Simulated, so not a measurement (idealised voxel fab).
Title: Process Module voxel wiring stack
Section shown: cut. Width: 255 nm. Cell size: 5 nm, square.
This document writes a cross-section as a grid whose cells are square, and gives it as bands, listed from the top down; one or more rows of cells form a band.
Band entry format. Leading values: height of top, height of bottom, nm. Remainder: materials in left-to-right order, each with its width in nm. Special words: "throughout" on a single material, which then fills the band edge to edge; "blank", empty space.
Ref level 0: as-received wafer is one material below here. Bottom band extends down with no lower bound ("top 0, no bottom").
With a width like "30..40", each row of cells in the band differs from the next by the same amount, the top row carrying the first number and the bottom row the second.
Reading "left unchanged" for a step: not a cell of the cross-section changed in it.
"Completely sealed voids" lists enclosed empty spaces (at least 8 cells, no open path upward to the top), each as width x height at distance from the left edge, in nm.
What comes after the settings on a step's line is commentary from the simulator itself on that step.
"overlay nm" on a masked step: distance the mask lay right of its planned place, negative for left.
Reading guide: pairs of cross-sections, before and after one process step; after view cut off at lowest changed band; step and settings listed under each pair. Pairs may stem from different runs of this module on the same starting wafer; continuity with the pair above only where the "Pre-step view" entry states it.
### Pre-step view
* top 95, bottom 90: TiN 35 nm, then blank 15 nm, then TiN 40 nm, then blank 15 nm, then TiN 40 nm, then blank 15 nm, then TiN 40 nm, then blank 15 nm, then TiN 40 nm
* top 90, bottom 70: lowk 30 nm, then TiN 5 nm, then blank 15 nm, then TiN 5 nm, then lowk 30 nm, then TiN 5 nm, then blank 15 nm, then TiN 5 nm, then lowk 30 nm, then TiN 5 nm, then blank 15 nm, then TiN 5 nm, then lowk 30 nm, then TiN 5 nm, then blank 15 nm, then TiN 5 nm, then lowk 35 nm
* top 70, bottom 65: SiN 30 nm, then TiN 25 nm, then SiN 30 nm, then TiN 25 nm, then SiN 30 nm, then TiN 25 nm, then SiN 30 nm, then TiN 25 nm, then SiN 35 nm
* top 65, bottom 50: W 25 nm, then TiN 5 nm, then lowk 15 nm, then TiN 5 nm, then W 30 nm, then TiN 5 nm, then lowk 15 nm, then TiN 5 nm, then W 30 nm, then TiN 5 nm, then lowk 15 nm, then TiN 5 nm, then W 30 nm, then TiN 5 nm, then lowk 15 nm, then TiN 5 nm, then W 40 nm
* top 50, bottom 45: TiN 30 nm, then lowk 15 nm, then TiN 40 nm, then lowk 15 nm, then TiN 40 nm, then lowk 15 nm, then TiN 40 nm, then lowk 15 nm, then TiN 45 nm
* top 45, bottom 40: SiCN throughout
* top 40, bottom 15: SiO2 30 nm, then Ru 25 nm, then SiO2 30 nm, then Ru 25 nm, then SiO2 30 nm, then Ru 25 nm, then SiO2 30 nm, then Ru 25 nm, then SiO2 35 nm
* top 15, bottom 10: SiO2 30 nm, then TiN 25 nm, then SiO2 30 nm, then TiN 25 nm, then SiO2 30 nm, then TiN 25 nm, then SiO2 30 nm, then TiN 25 nm, then SiO2 35 nm
* top 10, bottom 0: SiO2 throughout
* top 0, no bottom: Si throughout
* Completely sealed voids: none
### Post-Process Section
* top 105, bottom 95: Cu throughout
* top 95, bottom 90: TiN 35 nm, then Cu 15 nm, then TiN 40 nm, then Cu 15 nm, then TiN 40 nm, then Cu 15 nm, then TiN 40 nm, then Cu 15 nm, then TiN 40 nm
* top 90, bottom 70: lowk 30 nm, then TiN 5 nm, then Cu 15 nm, then TiN 5 nm, then lowk 30 nm, then TiN 5 nm, then Cu 15 nm, then TiN 5 nm, then lowk 30 nm, then TiN 5 nm, then Cu 15 nm, then TiN 5 nm, then lowk 30 nm, then TiN 5 nm, then Cu 15 nm, then TiN 5 nm, then lowk 35 nm
* Under 70: no change, same as before.
* Completely sealed voids: none
Link between the two cross-sections above: FILL_DEP [material Cu] [thk nm 10]
Pre-step view: after-state, pair directly above.
### Post-Process Section
* top 90, bottom 70: lowk 30 nm, then TiN 5 nm, then Cu 15 nm, then TiN 5 nm, then lowk 30 nm, then TiN 5 nm, then Cu 15 nm, then TiN 5 nm, then lowk 30 nm, then TiN 5 nm, then Cu 15 nm, then TiN 5 nm, then lowk 30 nm, then TiN 5 nm, then Cu 15 nm, then TiN 5 nm, then lowk 35 nm
* Under 70: no change, same as before.
* Completely sealed voids: none
Link between the two cross-sections above: CMP [height nm 90]
Pre-step view: after-state, pair directly above.
### Post-Process Section
* top 95, bottom 90: SiCN throughout
* Under 90: no change, same as before.
* Completely sealed voids: none
Link between the two cross-sections above: CONFORMAL_DEP [material SiCN] [thk nm 5]
